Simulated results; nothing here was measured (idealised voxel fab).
Proc. module: voxel wiring stack
Square cells of 5 nm make up the cross-section cut, whose width is 280 nm.
We lay out every cross-section as a grid of square cells and spell it out in bands from the top down, where one band means one or more rows of cells. It is stipulated that each band's entry specify, in nanometres, the height of the top of the band and then that of its bottom, followed by the materials of the band in left-to-right sequence, each together with its width in nanometres. A single material marked by the word "everywhere" is understood to fill the band from edge to edge; the word "blank" is understood to denote empty space. Ref level 0: as-received wafer is one material below here. Bottom band extends down with no lower bound ("top 0, no bottom"). Width spec "30 to 40" -> top row of cells at first value, bottom row at second value, equal per-row change in between. Step note "remains unaltered" = no cross-section cell changed. Any empty space of 8 cells or more lacking an open way to the top shows up in "Enclosed internal cavities" as width x height at distance, distance from the left edge, in nm. Text after the settings on a step's line: the simulator's own remark on that step. If you see "overlay nm" on a step's line and that step has a mask, it's telling you how far right of where it was planned the mask ended up; a negative number means it went left instead. Each pair of cross-sections that follows straddles one process step: the one shows the state before the step, the other the state after it, down to the lowest band that changed and no further. The step in question, and its settings, are given under the pair. Note that a pair is not necessarily a continuation of the pair above it, since pairs can come from different runs of this module on the same starting wafer; it is a continuation only where its entry headed "Preceding state" says so.
Preceding state
	top 0, no bottom = Si everywhere
	Enclosed internal cavities: none
Step Outcome
	top 10, bottom 0 = SiO2 everywhere
	Heights below 0 show no change.
	Enclosed internal cavities: none
Step lying between the two cross-sections just above: CONFORMAL_DEP: material SiO2, thk nm 10
Preceding state: after-step cross-section of the pair just above applies.
Step Outcome
	top 15, bottom 10 = TiN everywhere
	Heights below 10 show no change.
	Enclosed internal cavities: none
Step lying between the two cross-sections just above: DIRECTIONAL_DEP: material TiN, thk nm 5
Preceding state: after-step cross-section of the pair just above applies.
Step Outcome
	top 35, bottom 15 = Ru everywhere
	Heights below 15 show no change.
	Enclosed internal cavities: none
Step lying between the two cross-sections just above: DIRECTIONAL_DEP: material Ru, thk nm 20
Preceding state: after-step cross-section of the pair just above applies.
Step Outcome
	top 55, bottom 35 = blank: 110; resist: 20; blank: 20; resist: 20; blank: 110
	Heights below 35 show no change.
	Enclosed internal cavities: none
Step lying between the two cross-sections just above: PATTERN: tone cover, mask id METAL_1, material resist, width nm 20, pitch nm 40, thk nm 20, overlay nm 0
Preceding state: after-step cross-section of the pair just above applies.
Step Outcome
	top 55, bottom 35 = blank: 110; resist: 20; blank: 20; resist: 20; blank: 110
	top 35, bottom 15 = blank: 110; Ru: 20; blank: 20; Ru: 20; blank: 110
	Heights below 15 show no change.
	Enclosed internal cavities: none
Step lying between the two cross-sections just above: DIRECTIONAL_ETCH: etch materials Ru, depth nm 20
Preceding state: after-step cross-section of the pair just above applies.
Step Outcome
	top 55, bottom 35 = blank: 110; resist: 20; blank: 20; resist: 20; blank: 110
	top 35, bottom 15 = blank: 110; Ru: 20; blank: 20; Ru: 20; blank: 110
	top 15, bottom 10 = blank: 110; TiN: 20; blank: 20; TiN: 20; blank: 110
	Heights below 10 show no change.
	Enclosed internal cavities: none
Step lying between the two cross-sections just above: DIRECTIONAL_ETCH: etch materials TiN, depth nm 5
Preceding state: after-step cross-section of the pair just above applies.
Step Outcome
	top 35, bottom 15 = blank: 110; Ru: 20; blank: 20; Ru: 20; blank: 110
	Heights below 15 show no change.
	Enclosed internal cavities: none
Step lying between the two cross-sections just above: STRIP: etch materials resist
Preceding state: after-step cross-section of the pair just above applies.
Step Outcome
	top 45, bottom 35 = SiO2 everywhere
	top 35, bottom 15 = SiO2: 110; Ru: 20; SiO2: 20; Ru: 20; SiO2: 110
	top 15, bottom 10 = SiO2: 110; TiN: 20; SiO2: 20; TiN: 20; SiO2: 110
	Heights below 10 show no change.
	Enclosed internal cavities: none
Step lying between the two cross-sections just above: FILL_DEP: material SiO2, thk nm 10
Preceding state: after-step cross-section of the pair just above applies.
Step Outcome
	top 35, bottom 15 = SiO2: 110; Ru: 20; SiO2: 20; Ru: 20; SiO2: 110
	Heights below 15 show no change.
	Enclosed internal cavities: none
Step lying between the two cross-sections just above: CMP: height nm 35
Preceding state: after-step cross-section of the pair just above applies.
Step Outcome
	top 40, bottom 35 = SiCN everywhere
	Heights below 35 show no change.
	Enclosed internal cavities: none
Step lying between the two cross-sections just above: CONFORMAL_DEP: material SiCN, thk nm 5
Preceding state: after-step cross-section of the pair just above applies.
Step Outcome
	top 50, bottom 40 = lowk everywhere
	Heights below 40 show no change.
	Enclosed internal cavities: none
Step lying between the two cross-sections just above: DIRECTIONAL_DEP: material lowk, thk nm 10
Preceding state: after-step cross-section of the pair just above applies.
Step Outcome
	top 50, bottom 40 = lowk: 110; blank: 15; lowk: 155
	Heights below 40 show no change.
	Enclosed internal cavities: none
Step lying between the two cross-sections just above: MASKED_ETCH: tone open, mask id PLUG_1, width nm 15, etch materials lowk, depth nm 10, overlay nm 0
Preceding state: after-step cross-section of the pair just above applies.
Step Outcome
	top 50, bottom 40 = lowk: 110; blank: 15; lowk: 155
	top 40, bottom 35 = SiCN: 110; blank: 15; SiCN: 155
	Heights below 35 show no change.
	Enclosed internal cavities: none
Step lying between the two cross-sections just above: MASKED_ETCH: tone open, mask id PLUG_1, width nm 15, etch materials SiCN, depth nm 5, overlay nm 0
Preceding state: after-step cross-section of the pair just above applies.
Step Outcome
	top 55, bottom 50 = TiN: 115; blank: 5; TiN: 160
	top 50, bottom 40 = lowk: 110; TiN: 5; blank: 5; TiN: 5; lowk: 155
	top 40, bottom 35 = SiCN: 110; TiN: 15; SiCN: 155
	Heights below 35 show no change.
	Enclosed internal cavities: none
Step lying between the two cross-sections just above: CONFORMAL_DEP: material TiN, thk nm 5
Preceding state: after-step cross-section of the pair just above applies.
Step Outcome
	top 65, bottom 55 = Ru everywhere
	top 55, bottom 50 = TiN: 115; Ru: 5; TiN: 160
	top 50, bottom 40 = lowk: 110; TiN: 5; Ru: 5; TiN: 5; lowk: 155
	Heights below 40 show no change.
	Enclosed internal cavities: none
Step lying between the two cross-sections just above: FILL_DEP: material Ru, thk nm 10
Preceding state: after-step cross-section of the pair just above applies.
Step Outcome
	top 50, bottom 40 = lowk: 110; TiN: 5; Ru: 5; TiN: 5; lowk: 155
	Heights below 40 show no change.
	Enclosed internal cavities: none
Step lying between the two cross-sections just above: CMP: height nm 50
Preceding state: after-step cross-section of the pair just above applies.
Step Outcome
	top 55, bottom 50 = SiCN everywhere
	Heights below 50 show no change.
	Enclosed internal cavities: none
Step lying between the two cross-sections just above: CONFORMAL_DEP: material SiCN, thk nm 5
Preceding state: after-step cross-section of the pair just above applies.
Step Outcome
	top 70, bottom 55 = SiO2 everywhere
	Heights below 55 show no change.
	Enclosed internal cavities: none
Step lying between the two cross-sections just above: DIRECTIONAL_DEP: material SiO2, thk nm 15
Preceding state: after-step cross-section of the pair just above applies.
Step Outcome
	top 70, bottom 55 = SiO2: 110; blank: 20; SiO2: 20; blank: 20; SiO2: 110
	Heights below 55 show no change.
	Enclosed internal cavities: none
Step lying between the two cross-sections just above: MASKED_ETCH: tone open, mask id METAL_2, width nm 20, pitch nm 40, etch materials SiO2, depth nm 15, overlay nm 0
Preceding state: after-step cross-section of the pair just above applies.
Step Outcome
	top 70, bottom 55 = SiO2: 110; blank: 20; SiO2: 20; blank: 20; SiO2: 110
	top 55, bottom 50 = SiCN: 110; blank: 20; SiCN: 20; blank: 20; SiCN: 110
	Heights below 50 show no change.
	Enclosed internal cavities: none
Step lying between the two cross-sections just above: MASKED_ETCH: tone open, mask id METAL_2, width nm 20, pitch nm 40, etch materials SiCN, depth nm 5, overlay nm 0
Preceding state: after-step cross-section of the pair just above applies.
Step Outcome
	top 75, bottom 70 = TiN: 115; blank: 10; TiN: 30; blank: 10; TiN: 115
	top 70, bottom 55 = SiO2: 110; TiN: 5; blank: 10; TiN: 5; SiO2: 20; TiN: 5; blank: 10; TiN: 5; SiO2: 110
	top 55, bottom 50 = SiCN: 110; TiN: 20; SiCN: 20; TiN: 20; SiCN: 110
	Heights below 50 show no change.
	Enclosed internal cavities: none
Step lying between the two cross-sections just above: CONFORMAL_DEP: material TiN, thk nm 5
Preceding state: after-step cross-section of the pair just above applies.
Step Outcome
	top 85, bottom 75 = Ru everywhere
	top 75, bottom 70 = TiN: 115; Ru: 10; TiN: 30; Ru: 10; TiN: 115
	top 70, bottom 55 = SiO2: 110; TiN: 5; Ru: 10; TiN: 5; SiO2: 20; TiN: 5; Ru: 10; TiN: 5; SiO2: 110
	Heights below 55 show no change.
	Enclosed internal cavities: none
Step lying between the two cross-sections just above: FILL_DEP: material Ru, thk nm 10
Preceding state: after-step cross-section of the pair just above applies.
Step Outcome
	top 70, bottom 55 = SiO2: 110; TiN: 5; Ru: 10; TiN: 5; SiO2: 20; TiN: 5; Ru: 10; TiN: 5; SiO2: 110
	Heights below 55 show no change.
	Enclosed internal cavities: none
Step lying between the two cross-sections just above: CMP: height nm 70
Preceding state: after-step cross-section of the pair just above applies.
Step Outcome
	top 75, bottom 70 = blank: 105; Ru: 30; blank: 10; Ru: 30; blank: 105
	Heights below 70 show no change.
	Enclosed internal cavities: none
Step lying between the two cross-sections just above: EPI: material Ru, thk nm 5
Preceding state: after-step cross-section of the pair just above applies.
Step Outcome
	top 80, bottom 75 = SiCN everywhere
	top 75, bottom 70 = SiCN: 105; Ru: 30; SiCN: 10; Ru: 30; SiCN: 105
	Heights below 70 show no change.
	Enclosed internal cavities: none
Step lying between the two cross-sections just above: FILL_DEP: material SiCN, thk nm 5
Preceding state
	top 55, bottom 50 = SiCN everywhere
	top 50, bottom 40 = lowk: 110; TiN: 5; Ru: 5; TiN: 5; lowk: 155
	top 40, bottom 35 = SiCN: 110; TiN: 15; SiCN: 155
	top 35, bottom 15 = SiO2: 110; Ru: 20; SiO2: 20; Ru: 20; SiO2: 110
	top 15, bottom 10 = SiO2: 110; TiN: 20; SiO2: 20; TiN: 20; SiO2: 110
	top 10, bottom 0 = SiO2 everywhere
	top 0, no bottom = Si everywhere
	Enclosed internal cavities: none
Step Outcome
	top 55, bottom 50 = SiCN: 110; blank: 20; SiCN: 20; blank: 20; SiCN: 110
	Heights below 50 show no change.
	Enclosed internal cavities: none
Step lying between the two cross-sections just above: MASKED_ETCH: tone open, mask id METAL_2, width nm 20, pitch nm 40, etch materials SiCN, depth nm 5, overlay nm 0
Preceding state: after-step cross-section of the pair just above applies.
Step Outcome
	top 60, bottom 55 = TiN: 115; blank: 10; TiN: 30; blank: 10; TiN: 115
	top 55, bottom 50 = SiCN: 110; TiN: 20; SiCN: 20; TiN: 20; SiCN: 110
	Heights below 50 show no change.
	Enclosed internal cavities: none
Step lying between the two cross-sections just above: CONFORMAL_DEP: material TiN, thk nm 5
Preceding state: after-step cross-section of the pair just above applies.
Step Outcome
	top 70, bottom 60 = Ru everywhere
	top 60, bottom 55 = TiN: 115; Ru: 10; TiN: 30; Ru: 10; TiN: 115
	Heights below 55 show no change.
	Enclosed internal cavities: none
Step lying between the two cross-sections just above: FILL_DEP: material Ru, thk nm 10
Preceding state: after-step cross-section of the pair just above applies.
Step Outcome
	top 75, bottom 60 = Ru everywhere
	Heights below 60 show no change.
	Enclosed internal cavities: none
Step lying between the two cross-sections just above: EPI: material Ru, thk nm 5
Preceding state: after-step cross-section of the pair just above applies.
Step Outcome
	top 80, bottom 75 = SiCN everywhere
	Heights below 75 show no change.
	Enclosed internal cavities: none
Step lying between the two cross-sections just above: FILL_DEP: material SiCN, thk nm 5
Preceding state
	top 35, bottom 15 = SiO2: 110; Ru: 20; SiO2: 20; Ru: 20; SiO2: 110
	top 15, bottom 10 = SiO2: 110; TiN: 20; SiO2: 20; TiN: 20; SiO2: 110
	top 10, bottom 0 = SiO2 everywhere
	top 0, no bottom = Si everywhere
	Enclosed internal cavities: none
Step Outcome
	top 45, bottom 35 = lowk everywhere
	Heights below 35 show no change.
	Enclosed internal cavities: none
Step lying between the two cross-sections just above: DIRECTIONAL_DEP: material lowk, thk nm 10
Preceding state: after-step cross-section of the pair just above applies.
Step Outcome
	top 50, bottom 45 = SiCN everywhere
	Heights below 45 show no change.
	Enclosed internal cavities: none
Step lying between the two cross-sections just above: CONFORMAL_DEP: material SiCN, thk nm 5
Preceding state: after-step cross-section of the pair just above applies.
Step Outcome
	top 50, bottom 45 = SiCN: 110; blank: 15; SiCN: 155
	Heights below 45 show no change.
	Enclosed internal cavities: none
Step lying between the two cross-sections just above: MASKED_ETCH: tone open, mask id PLUG_1, width nm 15, etch materials SiCN, depth nm 5, overlay nm 0
Preceding state: after-step cross-section of the pair just above applies.
Step Outcome
	top 55, bottom 50 = TiN: 115; blank: 5; TiN: 160
	top 50, bottom 45 = SiCN: 110; TiN: 15; SiCN: 155
	Heights below 45 show no change.
	Enclosed internal cavities: none
Step lying between the two cross-sections just above: CONFORMAL_DEP: material TiN, thk nm 5
Preceding state: after-step cross-section of the pair just above applies.
Step Outcome
	top 65, bottom 55 = Ru everywhere
	top 55, bottom 50 = TiN: 115; Ru: 5; TiN: 160
	Heights below 50 show no change.
	Enclosed internal cavities: none
Step lying between the two cross-sections just above: FILL_DEP: material Ru, thk nm 10
Preceding state: after-step cross-section of the pair just above applies.
Step Outcome
	top 50, bottom 45 = SiCN: 110; TiN: 15; SiCN: 155
	Heights below 45 show no change.
	Enclosed internal cavities: none
Step lying between the two cross-sections just above: CMP: height nm 50
Preceding state: after-step cross-section of the pair just above applies.
Step Outcome
	top 55, bottom 50 = SiCN everywhere
	Heights below 50 show no change.
	Enclosed internal cavities: none
Step lying between the two cross-sections just above: CONFORMAL_DEP: material SiCN, thk nm 5
Preceding state: after-step cross-section of the pair just above applies.
Step Outcome
	top 70, bottom 55 = SiO2 everywhere
	Heights below 55 show no change.
	Enclosed internal cavities: none
Step lying between the two cross-sections just above: DIRECTIONAL_DEP: material SiO2, thk nm 15
Preceding state: after-step cross-section of the pair just above applies.
Step Outcome
	top 70, bottom 55 = SiO2: 110; blank: 20; SiO2: 20; blank: 20; SiO2: 110
	Heights below 55 show no change.
	Enclosed internal cavities: none
Step lying between the two cross-sections just above: MASKED_ETCH: tone open, mask id METAL_2, width nm 20, pitch nm 40, etch materials SiO2, depth nm 15, overlay nm 0
Preceding state: after-step cross-section of the pair just above applies.
Step Outcome
	top 70, bottom 55 = SiO2: 110; blank: 20; SiO2: 20; blank: 20; SiO2: 110
	top 55, bottom 50 = SiCN: 110; blank: 20; SiCN: 20; blank: 20; SiCN: 110
	Heights below 50 show no change.
	Enclosed internal cavities: none
Step lying between the two cross-sections just above: MASKED_ETCH: tone open, mask id METAL_2, width nm 20, pitch nm 40, etch materials SiCN, depth nm 5, overlay nm 0
Preceding state: after-step cross-section of the pair just above applies.
Step Outcome
	top 75, bottom 70 = TiN: 115; blank: 10; TiN: 30; blank: 10; TiN: 115
	top 70, bottom 55 = SiO2: 110; TiN: 5; blank: 10; TiN: 5; SiO2: 20; TiN: 5; blank: 10; TiN: 5; SiO2: 110
	top 55, bottom 50 = SiCN: 110; TiN: 20; SiCN: 20; TiN: 20; SiCN: 110
	Heights below 50 show no change.
	Enclosed internal cavities: none
Step lying between the two cross-sections just above: CONFORMAL_DEP: material TiN, thk nm 5
Preceding state: after-step cross-section of the pair just above applies.
Step Outcome
	top 85, bottom 75 = Ru everywhere
	top 75, bottom 70 = TiN: 115; Ru: 10; TiN: 30; Ru: 10; TiN: 115
	top 70, bottom 55 = SiO2: 110; TiN: 5; Ru: 10; TiN: 5; SiO2: 20; TiN: 5; Ru: 10; TiN: 5; SiO2: 110
	Heights below 55 show no change.
	Enclosed internal cavities: none
Step lying between the two cross-sections just above: FILL_DEP: material Ru, thk nm 10
Preceding state: after-step cross-section of the pair just above applies.
Step Outcome
	top 70, bottom 55 = SiO2: 110; TiN: 5; Ru: 10; TiN: 5; SiO2: 20; TiN: 5; Ru: 10; TiN: 5; SiO2: 110
	Heights below 55 show no change.
	Enclosed internal cavities: none
Step lying between the two cross-sections just above: CMP: height nm 70
Preceding state: after-step cross-section of the pair just above applies.
Step Outcome
	top 75, bottom 70 = blank: 105; Ru: 30; blank: 10; Ru: 30; blank: 105
	Heights below 70 show no change.
	Enclosed internal cavities: none
Step lying between the two cross-sections just above: EPI: material Ru, thk nm 5
Preceding state: after-step cross-section of the pair just above applies.
Step Outcome
	top 80, bottom 75 = SiCN everywhere
	top 75, bottom 70 = SiCN: 105; Ru: 30; SiCN: 10; Ru: 30; SiCN: 105
	Heights below 70 show no change.
	Enclosed internal cavities: none
Step lying between the two cross-sections just above: FILL_DEP: material SiCN, thk nm 5
Preceding state
	top 85, bottom 75 = Ru everywhere
	top 75, bottom 70 = TiN: 115; Ru: 10; TiN: 30; Ru: 10; TiN: 115
	top 70, bottom 55 = SiO2: 110; TiN: 5; Ru: 10; TiN: 5; SiO2: 20; TiN: 5; Ru: 10; TiN: 5; SiO2: 110
	top 55, bottom 50 = SiCN: 110; TiN: 20; SiCN: 20; TiN: 20; SiCN: 110
	top 50, bottom 40 = lowk: 110; TiN: 5; Ru: 5; TiN: 5; lowk: 155
	top 40, bottom 35 = SiCN: 110; TiN: 15; SiCN: 155
	top 35, bottom 15 = SiO2: 110; Ru: 20; SiO2: 20; Ru: 20; SiO2: 110
	top 15, bottom 10 = SiO2: 110; TiN: 20; SiO2: 20; TiN: 20; SiO2: 110
	top 10, bottom 0 = SiO2 everywhere
	top 0, no bottom = Si everywhere
	Enclosed internal cavities: none
Step Outcome
	top 65, bottom 55 = SiO2: 110; TiN: 5; Ru: 10; TiN: 5; SiO2: 20; TiN: 5; Ru: 10; TiN: 5; SiO2: 110
	Heights below 55 show no change.
	Enclosed internal cavities: none
Step lying between the two cross-sections just above: CMP: height nm 65
Preceding state: after-step cross-section of the pair just above applies.
Step Outcome
	top 70, bottom 65 = blank: 105; Ru: 30; blank: 10; Ru: 30; blank: 105
	Heights below 65 show no change.
	Enclosed internal cavities: none
Step lying between the two cross-sections just above: EPI: material Ru, thk nm 5
Preceding state: after-step cross-section of the pair just above applies.
Step Outcome
	top 75, bottom 70 = SiCN everywhere
	top 70, bottom 65 = SiCN: 105; Ru: 30; SiCN: 10; Ru: 30; SiCN: 105
	Heights below 65 show no change.
	Enclosed internal cavities: none
Step lying between the two cross-sections just above: FILL_DEP: material SiCN, thk nm 5
Preceding state
	top 70, bottom 55 = SiO2 everywhere
	top 55, bottom 50 = SiCN everywhere
	top 50, bottom 40 = lowk: 110; TiN: 5; Ru: 5; TiN: 5; lowk: 155
	top 40, bottom 35 = SiCN: 110; TiN: 15; SiCN: 155
	top 35, bottom 15 = SiO2: 110; Ru: 20; SiO2: 20; Ru: 20; SiO2: 110
	top 15, bottom 10 = SiO2: 110; TiN: 20; SiO2: 20; TiN: 20; SiO2: 110
	top 10, bottom 0 = SiO2 everywhere
	top 0, no bottom = Si everywhere
	Enclosed internal cavities: none
Step Outcome
	top 70, bottom 55 = SiO2: 115; blank: 15; SiO2: 25; blank: 15; SiO2: 110
	Heights below 55 show no change.
	Enclosed internal cavities: none
Step lying between the two cross-sections just above: MASKED_ETCH: tone open, mask id METAL_2, width nm 15, pitch nm 40, etch materials SiO2, depth nm 15, overlay nm 0
Preceding state: after-step cross-section of the pair just above applies.
Step Outcome
	top 70, bottom 55 = SiO2: 115; blank: 15; SiO2: 25; blank: 15; SiO2: 110
	top 55, bottom 50 = SiCN: 115; blank: 15; SiCN: 25; blank: 15; SiCN: 110
	Heights below 50 show no change.
	Enclosed internal cavities: none
Step lying between the two cross-sections just above: MASKED_ETCH: tone open, mask id METAL_2, width nm 20, pitch nm 40, etch materials SiCN, depth nm 5, overlay nm 0
Preceding state: after-step cross-section of the pair just above applies.
Step Outcome
	top 75, bottom 70 = TiN: 120; blank: 5; TiN: 35; blank: 5; TiN: 115
	top 70, bottom 55 = SiO2: 115; TiN: 5; blank: 5; TiN: 5; SiO2: 25; TiN: 5; blank: 5; TiN: 5; SiO2: 110
	top 55, bottom 50 = SiCN: 115; TiN: 15; SiCN: 25; TiN: 15; SiCN: 110
	Heights below 50 show no change.
	Enclosed internal cavities: none
Step lying between the two cross-sections just above: CONFORMAL_DEP: material TiN, thk nm 5
Preceding state: after-step cross-section of the pair just above applies.
Step Outcome
	top 85, bottom 75 = Ru everywhere
	top 75, bottom 70 = TiN: 120; Ru: 5; TiN: 35; Ru: 5; TiN: 115
	top 70, bottom 55 = SiO2: 115; TiN: 5; Ru: 5; TiN: 5; SiO2: 25; TiN: 5; Ru: 5; TiN: 5; SiO2: 110
	Heights below 55 show no change.
	Enclosed internal cavities: none
Step lying between the two cross-sections just above: FILL_DEP: material Ru, thk nm 10
Preceding state: after-step cross-section of the pair just above applies.
Step Outcome
	top 70, bottom 55 = SiO2: 115; TiN: 5; Ru: 5; TiN: 5; SiO2: 25; TiN: 5; Ru: 5; TiN: 5; SiO2: 110
	Heights below 55 show no change.
	Enclosed internal cavities: none
Step lying between the two cross-sections just above: CMP: height nm 70
Preceding state: after-step cross-section of the pair just above applies.
Step Outcome
	top 75, bottom 70 = blank: 110; Ru: 25; blank: 15; Ru: 25; blank: 105
	Heights below 70 show no change.
	Enclosed internal cavities: none
Step lying between the two cross-sections just above: EPI: material Ru, thk nm 5
Preceding state: after-step cross-section of the pair just above applies.
Step Outcome
	top 80, bottom 75 = SiCN everywhere
	top 75, bottom 70 = SiCN: 110; Ru: 25; SiCN: 15; Ru: 25; SiCN: 105
	Heights below 70 show no change.
	Enclosed internal cavities: none
Step lying between the two cross-sections just above: FILL_DEP: material SiCN, thk nm 5
Preceding state
	top 70, bottom 55 = SiO2 everywhere
	top 55, bottom 50 = SiCN everywhere
	top 50, bottom 40 = lowk: 110; TiN: 5; Ru: 5; TiN: 5; lowk: 155
	top 40, bottom 35 = SiCN: 110; TiN: 15; SiCN: 155
	top 35, bottom 15 = SiO2: 110; Ru: 20; SiO2: 20; Ru: 20; SiO2: 110
	top 15, bottom 10 = SiO2: 110; TiN: 20; SiO2: 20; TiN: 20; SiO2: 110
	top 10, bottom 0 = SiO2 everywhere
	top 0, no bottom = Si everywhere
	Enclosed internal cavities: none
Step Outcome
	top 70, bottom 55 = SiO2: 120; blank: 20; SiO2: 20; blank: 20; SiO2: 100
	Heights below 55 show no change.
	Enclosed internal cavities: none
Step lying between the two cross-sections just above: MASKED_ETCH: tone open, mask id METAL_2, width nm 20, pitch nm 40, etch materials SiO2, depth nm 15, overlay nm 10
Preceding state: after-step cross-section of the pair just above applies.
Step Outcome
	top 70, bottom 55 = SiO2: 120; blank: 20; SiO2: 20; blank: 20; SiO2: 100
	top 55, bottom 50 = SiCN: 120; blank: 10; SiCN: 30; blank: 10; SiCN: 110
	Heights below 50 show no change.
	Enclosed internal cavities: none
Step lying between the two cross-sections just above: MASKED_ETCH: tone open, mask id METAL_2, width nm 20, pitch nm 40, etch materials SiCN, depth nm 5, overlay nm 0
Preceding state: after-step cross-section of the pair just above applies.
Step Outcome
	top 75, bottom 70 = TiN: 125; blank: 10; TiN: 30; blank: 10; TiN: 105
	top 70, bottom 60 = SiO2: 120; TiN: 5; blank: 10; TiN: 5; SiO2: 20; TiN: 5; blank: 10; TiN: 5; SiO2: 100
	top 60, bottom 55 = SiO2: 120; TiN: 20; SiO2: 20; TiN: 20; SiO2: 100
	top 55, bottom 50 = SiCN: 120; TiN: 10; SiCN: 30; TiN: 10; SiCN: 110
	Heights below 50 show no change.
	Enclosed internal cavities: none
Step lying between the two cross-sections just above: CONFORMAL_DEP: material TiN, thk nm 5
Preceding state: after-step cross-section of the pair just above applies.
Step Outcome
	top 85, bottom 75 = Ru everywhere
	top 75, bottom 70 = TiN: 125; Ru: 10; TiN: 30; Ru: 10; TiN: 105
	top 70, bottom 60 = SiO2: 120; TiN: 5; Ru: 10; TiN: 5; SiO2: 20; TiN: 5; Ru: 10; TiN: 5; SiO2: 100
	Heights below 60 show no change.
	Enclosed internal cavities: none
Step lying between the two cross-sections just above: FILL_DEP: material Ru, thk nm 10
Preceding state: after-step cross-section of the pair just above applies.
Step Outcome
	top 70, bottom 60 = SiO2: 120; TiN: 5; Ru: 10; TiN: 5; SiO2: 20; TiN: 5; Ru: 10; TiN: 5; SiO2: 100
	Heights below 60 show no change.
	Enclosed internal cavities: none
Step lying between the two cross-sections just above: CMP: height nm 70
Preceding state: after-step cross-section of the pair just above applies.
Step Outcome
	top 75, bottom 70 = blank: 115; Ru: 30; blank: 10; Ru: 30; blank: 95
	Heights below 70 show no change.
	Enclosed internal cavities: none
Step lying between the two cross-sections just above: EPI: material Ru, thk nm 5
Preceding state: after-step cross-section of the pair just above applies.
Step Outcome
	top 80, bottom 75 = SiCN everywhere
	top 75, bottom 70 = SiCN: 115; Ru: 30; SiCN: 10; Ru: 30; SiCN: 95
	Heights below 70 show no change.
	Enclosed internal cavities: none
Step lying between the two cross-sections just above: FILL_DEP: material SiCN, thk nm 5
Preceding state
	top 50, bottom 40 = lowk: 110; TiN: 5; Ru: 5; TiN: 5; lowk: 155
	top 40, bottom 35 = SiCN: 110; TiN: 15; SiCN: 155
	top 35, bottom 15 = SiO2: 110; Ru: 20; SiO2: 20; Ru: 20; SiO2: 110
	top 15, bottom 10 = SiO2: 110; TiN: 20; SiO2: 20; TiN: 20; SiO2: 110
	top 10, bottom 0 = SiO2 everywhere
	top 0, no bottom = Si everywhere
	Enclosed internal cavities: none
Step Outcome
	top 55, bottom 50 = Ru everywhere
	Heights below 50 show no change.
	Enclosed internal cavities: none
Step lying between the two cross-sections just above: CONFORMAL_DEP: material Ru, thk nm 5
Preceding state: after-step cross-section of the pair just above applies.
Step Outcome
	top 70, bottom 55 = SiO2 everywhere
	Heights below 55 show no change.
	Enclosed internal cavities: none
Step lying between the two cross-sections just above: DIRECTIONAL_DEP: material SiO2, thk nm 15
Preceding state: after-step cross-section of the pair just above applies.
Step Outcome
	top 70, bottom 55 = SiO2: 110; blank: 20; SiO2: 20; blank: 20; SiO2: 110
	Heights below 55 show no change.
	Enclosed internal cavities: none
Step lying between the two cross-sections just above: MASKED_ETCH: tone open, mask id METAL_2, width nm 20, pitch nm 40, etch materials SiO2, depth nm 15, overlay nm 0
Preceding state: after-step cross-section of the pair just above applies.
Step Outcome
	top 75, bottom 70 = TiN: 115; blank: 10; TiN: 30; blank: 10; TiN: 115
	top 70, bottom 60 = SiO2: 110; TiN: 5; blank: 10; TiN: 5; SiO2: 20; TiN: 5; blank: 10; TiN: 5; SiO2: 110
	top 60, bottom 55 = SiO2: 110; TiN: 20; SiO2: 20; TiN: 20; SiO2: 110
	Heights below 55 show no change.
	Enclosed internal cavities: none
Step lying between the two cross-sections just above: CONFORMAL_DEP: material TiN, thk nm 5
Preceding state: after-step cross-section of the pair just above applies.
Step Outcome
	top 85, bottom 75 = Ru everywhere
	top 75, bottom 70 = TiN: 115; Ru: 10; TiN: 30; Ru: 10; TiN: 115
	top 70, bottom 60 = SiO2: 110; TiN: 5; Ru: 10; TiN: 5; SiO2: 20; TiN: 5; Ru: 10; TiN: 5; SiO2: 110
	Heights below 60 show no change.
	Enclosed internal cavities: none
Step lying between the two cross-sections just above: FILL_DEP: material Ru, thk nm 10
Preceding state: after-step cross-section of the pair just above applies.
Step Outcome
	top 70, bottom 60 = SiO2: 110; TiN: 5; Ru: 10; TiN: 5; SiO2: 20; TiN: 5; Ru: 10; TiN: 5; SiO2: 110
	Heights below 60 show no change.
	Enclosed internal cavities: none
Step lying between the two cross-sections just above: CMP: height nm 70
Preceding state: after-step cross-section of the pair just above applies.
Step Outcome
	top 75, bottom 70 = blank: 105; Ru: 30; blank: 10; Ru: 30; blank: 105
	Heights below 70 show no change.
	Enclosed internal cavities: none
Step lying between the two cross-sections just above: EPI: material Ru, thk nm 5
Preceding state: after-step cross-section of the pair just above applies.
Step Outcome
	top 80, bottom 75 = SiCN everywhere
	top 75, bottom 70 = SiCN: 105; Ru: 30; SiCN: 10; Ru: 30; SiCN: 105
	Heights below 70 show no change.
	Enclosed internal cavities: none
Step lying between the two cross-sections just above: FILL_DEP: material SiCN, thk nm 5
Preceding state
	top 70, bottom 55 = SiO2 everywhere
	top 55, bottom 50 = SiCN everywhere
	top 50, bottom 40 = lowk: 110; TiN: 5; Ru: 5; TiN: 5; lowk: 155
	top 40, bottom 35 = SiCN: 110; TiN: 15; SiCN: 155
	top 35, bottom 15 = SiO2: 110; Ru: 20; SiO2: 20; Ru: 20; SiO2: 110
	top 15, bottom 10 = SiO2: 110; TiN: 20; SiO2: 20; TiN: 20; SiO2: 110
	top 10, bottom 0 = SiO2 everywhere
	top 0, no bottom = Si everywhere
	Enclosed internal cavities: none
Step Outcome
	top 70, bottom 55 = blank: 110; SiO2: 20; blank: 20; SiO2: 20; blank: 110
	Heights below 55 show no change.
	Enclosed internal cavities: none
Step lying between the two cross-sections just above: MASKED_ETCH: tone cover, mask id METAL_2, width nm 20, pitch nm 40, etch materials SiO2, depth nm 15, overlay nm 0
Preceding state: after-step cross-section of the pair just above applies.
Step Outcome
	top 75, bottom 70 = blank: 105; TiN: 30; blank: 10; TiN: 30; blank: 105
	top 70, bottom 60 = blank: 105; TiN: 5; SiO2: 20; TiN: 5; blank: 10; TiN: 5; SiO2: 20; TiN: 5; blank: 105
	top 60, bottom 55 = TiN: 110; SiO2: 20; TiN: 20; SiO2: 20; TiN: 110
	Heights below 55 show no change.
	Enclosed internal cavities: none
Step lying between the two cross-sections just above: CONFORMAL_DEP: material TiN, thk nm 5
Preceding state: after-step cross-section of the pair just above applies.
Step Outcome
	top 85, bottom 75 = Ru everywhere
	top 75, bottom 70 = Ru: 105; TiN: 30; Ru: 10; TiN: 30; Ru: 105
	top 70, bottom 60 = Ru: 105; TiN: 5; SiO2: 20; TiN: 5; Ru: 10; TiN: 5; SiO2: 20; TiN: 5; Ru: 105
	Heights below 60 show no change.
	Enclosed internal cavities: none
Step lying between the two cross-sections just above: FILL_DEP: material Ru, thk nm 10
Preceding state: after-step cross-section of the pair just above applies.
Step Outcome
	top 70, bottom 60 = Ru: 105; TiN: 5; SiO2: 20; TiN: 5; Ru: 10; TiN: 5; SiO2: 20; TiN: 5; Ru: 105
	Heights below 60 show no change.
	Enclosed internal cavities: none
Step lying between the two cross-sections just above: CMP: height nm 70
